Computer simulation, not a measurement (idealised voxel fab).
voxel gate over fins: a process module
FYI the section here is cut, 170 nm wide, cells are 5 nm squares.
Cross-sections here: square-cell grids, written as top-down lists of bands, a band being one or more rows of cells.
Per band: top height and bottom height in nm, followed by the left-to-right materials and their widths in nm; "full width" marks a single material spanning edge to edge, "blank" marks empty space.
Height reference: 0 = level under which incoming wafer is all one material. Lowest band: no bottom, runs on downward, e.g. "0 nm and below".
The notation "30->40" denotes a width that varies across the rows of cells in the band, beginning at the first number in the top row, finishing at the second number in the bottom row, and changing by an identical amount from each row to the next.
Where a step carries "nothing changed", the cross-section came out of it unchanged, cell for cell.
Any empty space of 8 cells or more lacking an open way to the top shows up in "closed voids" as width x height at distance, distance from the left edge, in nm.
Where a step's line continues beyond its settings, the continuation is a remark by the simulator itself on that step.
A step's line can hold "overlay nm"; with a mask on that step, the setting says how far right of the planned place the mask lay, while a negative setting says it lay to the left.

## The planned process steps are enumerated hereunder
1,RECEIVE, material Si
2,CONFORMAL_DEP, material SiN, thk nm 10
3,DIRECTIONAL_DEP, material aC, thk nm 10
4,PATTERN, tone cover, mask id FINS, material resist, width nm 15, pitch nm 60, thk nm 30, overlay nm -15
5,DIRECTIONAL_ETCH, etch materials aC, depth nm 10
6,STRIP, etch materials resist
7,DIRECTIONAL_ETCH, etch materials SiN, depth nm 10
8,DIRECTIONAL_ETCH, etch materials Si, depth nm 35
9,STRIP, etch materials aC
10,OXIDIZE, depth nm 5
11,FILL_DEP, material SiO2, thk nm 5
12,CMP, height nm 10
13,DIRECTIONAL_DEP, material aC, thk nm 15
14,PATTERN, tone open, mask id RAIL, material resist, width nm 15, thk nm 30, overlay nm 0
15,DIRECTIONAL_ETCH, etch materials aC, depth nm 15
16,STRIP, etch materials resist
17,DIRECTIONAL_ETCH, etch materials SiO2, depth nm 40
18,STRIP, etch materials aC
19,CONFORMAL_DEP, material TiN, thk nm 5
20,FILL_DEP, material Ru, thk nm 10
21,CMP, height nm 10
22,SELECTIVE_ETCH, etch materials W Ru TiN, depth nm 30
23,FILL_DEP, material SiO2, thk nm 5
24,CMP, height nm 10
25,SELECTIVE_ETCH, etch materials SiO2, depth nm 25
26,STRIP, etch materials SiN
27,CONFORMAL_DEP, material HfO2, thk nm 5
28,CONFORMAL_DEP, material TiN, thk nm 5
29,CONFORMAL_DEP, material TiAl, thk nm 5
30,CONFORMAL_DEP, material TiN, thk nm 5
31,FILL_DEP, material W, thk nm 15
32,CMP, height nm 30
33,CONFORMAL_DEP, material SiCN, thk nm 5
Every wafer here starts from the same state; it is the step 4 overlay nm that distinguishes them, and the value the plan gives belongs to the first wafer.

## Here's the first of the wafers in cross-section, just as we got it, i.e. after step 1
    0 nm and below = Si full width
    closed voids: none

## Quick look at the cross-section of the first of several wafers after step 33, which wraps up the module
    35 nm to 30 nm = SiCN full width
    30 nm to 20 nm = W full width
    20 nm to 15 nm = W 15 nm / TiN 45 nm / W 15 nm / TiN 45 nm / W 50 nm
    15 nm to 10 nm = W 15 nm / TiN 5 nm / TiAl 35 nm / TiN 5 nm / W 15 nm / TiN 5 nm / TiAl 35 nm / TiN 5 nm / W 50 nm
    10 nm to 5 nm = W 15 nm / TiN 5 nm / TiAl 5 nm / TiN 25 nm / TiAl 5 nm / TiN 5 nm / W 15 nm / TiN 5 nm / TiAl 5 nm / TiN 25 nm / TiAl 5 nm / TiN 5 nm / W 50 nm
    5 nm to 0 nm = TiN 20 nm / TiAl 5 nm / TiN 5 nm / HfO2 15 nm / TiN 5 nm / TiAl 5 nm / TiN 25 nm / TiAl 5 nm / TiN 5 nm / HfO2 15 nm / TiN 5 nm / TiAl 5 nm / TiN 55 nm
    0 nm to -5 nm = TiAl 25 nm / TiN 5 nm / HfO2 5 nm / Si 5 nm / HfO2 5 nm / TiN 5 nm / TiAl 35 nm / TiN 5 nm / HfO2 5 nm / Si 5 nm / HfO2 5 nm / TiN 5 nm / TiAl 60 nm
    -5 nm to -10 nm = TiN 30 nm / HfO2 5 nm / Si 5 nm / HfO2 5 nm / TiN 45 nm / HfO2 5 nm / Si 5 nm / HfO2 5 nm / TiN 65 nm
    -10 nm to -15 nm = HfO2 35 nm / Si 5 nm / HfO2 55 nm / Si 5 nm / HfO2 70 nm
    -15 nm to -20 nm = SiO2 35 nm / Si 5 nm / SiO2 55 nm / Si 5 nm / SiO2 70 nm
    -20 nm to -25 nm = SiO2 35 nm / Si 5 nm / SiO2 35 nm / TiN 5 nm / Ru 5 nm / TiN 5 nm / SiO2 5 nm / Si 5 nm / SiO2 70 nm
    -25 nm to -30 nm = SiO2 35 nm / Si 5 nm / SiO2 35 nm / TiN 15 nm / SiO2 5 nm / Si 5 nm / SiO2 70 nm
    -30 nm to -40 nm = SiO2 35 nm / Si 5 nm / SiO2 55 nm / Si 5 nm / SiO2 70 nm
    -40 nm and below = Si full width
    closed voids: none

## Showing the last wafer in cross-section at the end of the module
    35 nm to 30 nm = SiCN full width
    30 nm to 20 nm = W full width
    20 nm to 15 nm = W 45 nm / TiN 45 nm / W 15 nm / TiN 45 nm / W 20 nm
    15 nm to 10 nm = W 45 nm / TiN 5 nm / TiAl 35 nm / TiN 5 nm / W 15 nm / TiN 5 nm / TiAl 35 nm / TiN 5 nm / W 20 nm
    10 nm to 5 nm = W 45 nm / TiN 5 nm / TiAl 5 nm / TiN 25 nm / TiAl 5 nm / TiN 5 nm / W 15 nm / TiN 5 nm / TiAl 5 nm / TiN 25 nm / TiAl 5 nm / TiN 5 nm / W 20 nm
    5 nm to 0 nm = TiN 50 nm / TiAl 5 nm / TiN 5 nm / HfO2 15 nm / TiN 5 nm / TiAl 5 nm / TiN 25 nm / TiAl 5 nm / TiN 5 nm / HfO2 15 nm / TiN 5 nm / TiAl 5 nm / TiN 25 nm
    0 nm to -5 nm = TiAl 55 nm / TiN 5 nm / HfO2 5 nm / Si 5 nm / HfO2 5 nm / TiN 5 nm / TiAl 35 nm / TiN 5 nm / HfO2 5 nm / Si 5 nm / HfO2 5 nm / TiN 5 nm / TiAl 30 nm
    -5 nm to -10 nm = TiN 60 nm / HfO2 5 nm / Si 5 nm / HfO2 5 nm / TiN 45 nm / HfO2 5 nm / Si 5 nm / HfO2 5 nm / TiN 35 nm
    -10 nm to -15 nm = HfO2 65 nm / Si 5 nm / HfO2 55 nm / Si 5 nm / HfO2 40 nm
    -15 nm to -20 nm = SiO2 65 nm / Si 5 nm / SiO2 55 nm / Si 5 nm / SiO2 40 nm
    -20 nm to -25 nm = SiO2 65 nm / Si 5 nm / SiO2 5 nm / TiN 5 nm / Ru 5 nm / TiN 5 nm / SiO2 35 nm / Si 5 nm / SiO2 40 nm
    -25 nm to -30 nm = SiO2 65 nm / Si 5 nm / SiO2 5 nm / TiN 15 nm / SiO2 35 nm / Si 5 nm / SiO2 40 nm
    -30 nm to -40 nm = SiO2 65 nm / Si 5 nm / SiO2 55 nm / Si 5 nm / SiO2 40 nm
    -40 nm and below = Si full width
    closed voids: none

## Below, a row for every wafer. Read it as the end-of-module picture: for each material the wafer shows its cells gained (+) or lost (-) since it was received, and then its closed voids
overlay nm -15, +46 HfO2, +1 Ru, -256 Si, +34 SiCN, +154 SiO2, +46 TiAl, +97 TiN, +116 W, closed voids: none
overlay nm -10, +46 HfO2, +1 Ru, -256 Si, +34 SiCN, +154 SiO2, +46 TiAl, +97 TiN, +116 W, closed voids: none
overlay nm -5, +46 HfO2, +1 Ru, -256 Si, +34 SiCN, +154 SiO2, +46 TiAl, +97 TiN, +116 W, closed voids: none
overlay nm 0, +46 HfO2, +1 Ru, -256 Si, +34 SiCN, +154 SiO2, +46 TiAl, +97 TiN, +116 W, closed voids: none
overlay nm 5, +46 HfO2, +1 Ru, -256 Si, +34 SiCN, +154 SiO2, +46 TiAl, +97 TiN, +116 W, closed voids: none
overlay nm 10, +46 HfO2, +1 Ru, -256 Si, +34 SiCN, +154 SiO2, +46 TiAl, +97 TiN, +116 W, closed voids: none
overlay nm 15, +46 HfO2, +1 Ru, -256 Si, +34 SiCN, +154 SiO2, +46 TiAl, +97 TiN, +116 W, closed voids: none
